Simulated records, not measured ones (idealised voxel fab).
voxel self aligned contacts: a process module
The figure presents cross-section cut, which has a width of 235 nm and is divided into square cells with an edge length of 5 nm.
Each cross-section below is a grid of square cells, stated as bands in top-down order, with one or more rows of cells making up each band. Band entry format. Leading values: height of top, height of bottom, nm. Remainder: materials in left-to-right order, each with its width in nm. Special words: "edge to edge" on a single material, which then fills the band edge to edge; "air", empty space. Basically, 0 is our baseline, since under it the wafer straight out of the box is all one material. The bottom band has no lower end and keeps on going down, so it looks like "0 nm and below". It should be noted that a width expressed as "30 to 40" varies in equal increments from row to row of cells within the band, taking the value of the first number at the top row and that of the second number at the bottom row. It should be understood that the words "nothing different", when stated for a given step, signify that the cross-section underwent no change in any of its cells during that step. Listed in "Sealed void listing": every empty space of 8 or more cells without an open way to the top. Form: width x height at distance, the distance being from the left edge, all in nm. Note: text after step settings on the step line = simulator remark on that step. What "overlay nm" on a step's line means: if the step has a mask, that mask lay this far to the right of its planned place, or, when the value is negative, to the left.

Planned process steps:
1) RECEIVE (material Si)
2) CONFORMAL_DEP (material SiO2; thk nm 5)
3) DIRECTIONAL_DEP (material polySi; thk nm 30)
4) DIRECTIONAL_DEP (material SiN; thk nm 20)
5) DIRECTIONAL_DEP (material aC; thk nm 10)
6) PATTERN (tone cover; mask id GATE; material resist; width nm 30; pitch nm 65; thk nm 25; overlay nm 0)
7) DIRECTIONAL_ETCH (etch materials aC; depth nm 10)
8) STRIP (etch materials resist)
9) DIRECTIONAL_ETCH (etch materials SiN; depth nm 20)
10) DIRECTIONAL_ETCH (etch materials polySi; depth nm 30)
11) STRIP (etch materials aC)
12) CONFORMAL_DEP (material SiN; thk nm 10)
13) DIRECTIONAL_ETCH (etch materials SiN; depth nm 10)
14) FILL_DEP (material SiO2; thk nm 15)
15) CMP (height nm 65)
16) PATTERN (tone open; mask id CONTACT; material resist; width nm 45; thk nm 20; overlay nm 0)
17) DIRECTIONAL_ETCH (etch materials SiO2; depth nm 65)
18) STRIP (etch materials resist)
19) CONFORMAL_DEP (material TiN; thk nm 5)
20) FILL_DEP (material Ru; thk nm 5)
21) CMP (height nm 65)
22) CONFORMAL_DEP (material SiN; thk nm 5)

Wafer as received: cross-section following step 1:
	0 nm and below  Si edge to edge
	Sealed void listing: none

Post-module cross-section of the first of two wafers (run per plan):
	70 nm to 65 nm  SiN edge to edge
	65 nm to 55 nm  95 SiO2 | 5 to 20 TiN | 35 to 5 Ru | 5 to 20 TiN | 95 SiO2
	55 nm to 35 nm  60 SiO2 | 50 SiN | 5 TiN | 5 Ru | 5 TiN | 50 SiN | 60 SiO2
	35 nm to 5 nm  60 SiO2 | 10 SiN | 30 polySi | 10 SiN | 5 TiN | 5 Ru | 5 TiN | 10 SiN | 30 polySi | 10 SiN | 60 SiO2
	5 nm to 0 nm  110 SiO2 | 15 TiN | 110 SiO2
	0 nm and below  Si edge to edge
	Sealed void listing: none

Cross-sectional image of the second wafer of the two following completion of the module. Starting state and process plan were the same as for the first wafer; one execution error occurred:
	70 nm to 65 nm  SiN edge to edge
	65 nm to 55 nm  100 SiO2 | 5 to 15 TiN | 25 to 5 Ru | 5 to 15 TiN | 100 SiO2
	55 nm to 35 nm  60 SiO2 | 50 SiN | 5 TiN | 5 Ru | 5 TiN | 50 SiN | 60 SiO2
	35 nm to 5 nm  60 SiO2 | 10 SiN | 30 polySi | 10 SiN | 5 TiN | 5 Ru | 5 TiN | 10 SiN | 30 polySi | 10 SiN | 60 SiO2
	5 nm to 0 nm  110 SiO2 | 15 TiN | 110 SiO2
	0 nm and below  Si edge to edge
	Sealed void listing: none
Want to know what went wrong? step 16: run off-plan, actual operation and settings PATTERN (tone open; mask id CONTACT; material resist; width nm 35; thk nm 20; overlay nm 0)
Cell-count delta at end, second wafer over first, by material: Ru: 2 fewer | SiO2: 4 more | TiN: 2 fewer
